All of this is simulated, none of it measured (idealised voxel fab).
The document below concerns the process module designated voxel released beams.
It is cross-section cut that appears here, measuring 210 nm in width, its square cells being 5 nm in size.
Format of a cross-section: grid, square cells. Given as bands. Order: top down. Band: one or more rows of cells.
Look at the band entry: it leads with the top's height and the bottom's height in nm. Then it lists the materials left to right, with a width in nm for each. The word "full width" on a single material says that material fills the band edge to edge. The word "air" is empty space.
Zero point of the height axis is 0; under it, received wafer = one material. Lowest band: continues down indefinitely, "top 0, no bottom".
Per-row width for "30->40": begins at first number (top row of band), ends at second number (bottom row), increment between rows held constant.
Basically "changes: none" means that step didn't change any cell in the cross-section.
Look at "Sealed cavities" for the closed voids: empty spaces with no open path to the top, sized 8 cells or up. Each is width x height at distance, distance from the left edge, all nm.
That trailing text on a step's line, after the settings, is the simulator's own remark on the step.
overlay nm, on a step with a mask: how far to the right of its planned place the mask lay; to the left if negative
### The planned process steps are enumerated hereunder
1. RECEIVE [material Si]
2. CONFORMAL_DEP [material Al2O3] [thk nm 5]
3. DIRECTIONAL_DEP [material SiO2] [thk nm 20]
4. DIRECTIONAL_DEP [material aC] [thk nm 10]
5. PATTERN [tone open] [mask id ANCHOR] [material resist] [width nm 35] [thk nm 25] [overlay nm 0]
6. DIRECTIONAL_ETCH [etch materials aC] [depth nm 10]
7. STRIP [etch materials resist]
8. DIRECTIONAL_ETCH [etch materials SiO2] [depth nm 20]
9. STRIP [etch materials aC]
10. CONFORMAL_DEP [material W] [thk nm 10]
11. MASKED_ETCH [tone cover] [mask id BEAM] [width nm 80] [etch materials W] [depth nm 10] [overlay nm 0]
12. STRIP [etch materials SiO2]
### Cross-section of the wafer as it came to us, i.e., already through step 1
    top 0, no bottom = Si full width
    Sealed cavities: none
### Cross-section at module end, one run error; start and plan unchanged from above
    top 35, bottom 25 = 60 air, 80 W, 70 air
    top 25, bottom 20 = Al2O3 full width
    top 20, bottom 0 = SiO2 full width
    top 0, no bottom = Si full width
    Sealed cavities: none
Where did the run depart from the plan? steps 2 and 3: order swapped relative to plan
